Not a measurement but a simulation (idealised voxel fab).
process module | voxel transistor to metal
cross-section cut | 165 nm wide | cells 5 nm
A cross-section is a grid of square cells, given in bands from the top down. A band is one or more rows of cells.
Each band's line starts with the height of the band's top and of its bottom, in nm. Then come its materials from left to right, each with its width in nm. One material with "throughout" fills the band from edge to edge. "air" is empty space.
Height 0 is the level under which the wafer as received is all one material. The lowest band goes on downwards, as in "0 down".
A width such as "30 to 40" changes by the same amount from each row of cells to the next, from the band's top row to its bottom row.
"no change" after a step means that no cell of the cross-section changed.
closed voids: empty space of 8 cells or more with no open way to the top, each as width x height at its distance from the left edge, in nm
after a step's settings: what the simulator itself notes on the step
overlay nm, on a step with a mask: how far to the right of its planned place the mask lay; to the left if negative
plan
1 op RECEIVE | material Si
2 op OXIDIZE | depth nm 5
3 op CONFORMAL_DEP | material SiN | thk nm 10
4 op MASKED_ETCH | tone cover | mask id ACTIVE | width nm 115 | etch materials SiN | depth nm 10 | overlay nm 0
5 op MASKED_ETCH | tone cover | mask id ACTIVE | width nm 115 | etch materials SiO2 | depth nm 5 | overlay nm 0
6 op MASKED_ETCH | tone cover | mask id ACTIVE | width nm 115 | etch materials Si | depth nm 35 | overlay nm 0
7 op OXIDIZE | depth nm 5
8 op FILL_DEP | material SiO2 | thk nm 15
9 op CMP | height nm 10
10 op SELECTIVE_ETCH | etch materials SiO2 | depth nm 10
11 op STRIP | etch materials SiN
12 op SELECTIVE_ETCH | etch materials SiO2 | depth nm 5
13 op OXIDIZE | depth nm 5
14 op DIRECTIONAL_DEP | material polySi | thk nm 25
15 op DIRECTIONAL_DEP | material SiCN | thk nm 10
16 op MASKED_ETCH | tone cover | mask id GATE | width nm 35 | etch materials SiCN | depth nm 20 | overlay nm 0
17 op MASKED_ETCH | tone cover | mask id GATE | width nm 35 | etch materials polySi | depth nm 35 | overlay nm 0
18 op CONFORMAL_DEP | material SiN | thk nm 10
19 op DIRECTIONAL_ETCH | etch materials SiN | depth nm 10
20 op DIRECTIONAL_ETCH | etch materials SiO2 | depth nm 5
21 op DIRECTIONAL_ETCH | etch materials Si | depth nm 5
22 op EPI | material SiGe | thk nm 5
23 op FILL_DEP | material SiO2 | thk nm 10
24 op CMP | height nm 20
25 op STRIP | etch materials polySi
26 op SELECTIVE_ETCH | etch materials SiO2 | depth nm 5
27 op CONFORMAL_DEP | material HfO2 | thk nm 5
28 op CONFORMAL_DEP | material TiN | thk nm 5
29 op FILL_DEP | material W | thk nm 5
30 op CMP | height nm 15
31 op DIRECTIONAL_DEP | material SiO2 | thk nm 10
32 op DIRECTIONAL_DEP | material aC | thk nm 10
33 op PATTERN | tone open | mask id CONTACT | material resist | width nm 20 | pitch nm 85 | thk nm 30 | overlay nm 0
34 op DIRECTIONAL_ETCH | etch materials aC | depth nm 10
35 op STRIP | etch materials resist
36 op DIRECTIONAL_ETCH | etch materials SiO2 | depth nm 35
37 op STRIP | etch materials aC
38 op CONFORMAL_DEP | material TiN | thk nm 5
39 op FILL_DEP | material W | thk nm 5
40 op CMP | height nm 25
41 op DIRECTIONAL_DEP | material TiN | thk nm 5
42 op DIRECTIONAL_DEP | material W | thk nm 25
43 op MASKED_ETCH | tone cover | mask id METAL_1 | width nm 20 | pitch nm 85 | etch materials W | depth nm 25 | overlay nm 0
44 op MASKED_ETCH | tone cover | mask id METAL_1 | width nm 20 | pitch nm 85 | etch materials TiN | depth nm 5 | overlay nm 0
45 op CONFORMAL_DEP | material SiN | thk nm 5
46 op FILL_DEP | material lowk | thk nm 5
47 op CMP | height nm 55
48 op CONFORMAL_DEP | material SiCN | thk nm 5
as received, after step 1
  0 down: Si throughout
  closed voids: none
a wafer at the end: this start, this plan, one mistake
  60 to 55: SiCN throughout
  55 to 30: lowk 25 | SiN 5 | W 20 | SiN 5 | lowk 55 | SiN 5 | W 20 | SiN 5 | lowk 25
  30 to 25: SiN 30 | TiN 20 | SiN 65 | TiN 20 | SiN 30
  25 to 15: SiO2 35 | TiN 5 | W 10 | TiN 5 | SiO2 65 | TiN 5 | W 10 | TiN 5 | SiO2 25
  15 to 0: SiO2 35 | TiN 5 | W 10 | TiN 5 | SiN 10 | HfO2 5 | TiN 5 | W 15 | TiN 5 | HfO2 5 | SiN 10 | SiO2 10 | TiN 5 | W 10 | TiN 5 | SiO2 25
  0 to -5: SiO2 35 | TiN 5 | W 5 | TiN 10 | SiN 10 | HfO2 5 | TiN 25 | HfO2 5 | SiN 10 | SiO2 10 | TiN 5 | W 10 | TiN 5 | SiO2 25
  -5 to -10: SiO2 35 | TiN 15 | SiGe 5 | SiO2 5 | HfO2 45 | SiO2 5 | SiGe 5 | SiO2 5 | TiN 20 | SiO2 25
  -10 to -15: SiO2 30 | SiGe 25 | Si 55 | SiGe 25 | SiO2 30
  -15 to -45: SiO2 30 | Si 105 | SiO2 30
  -45 down: Si throughout
  closed voids: none
what went wrong: step 33 ran as: op PATTERN | tone open | mask id CONTACT | material resist | width nm 20 | pitch nm 85 | thk nm 30 | overlay nm 5
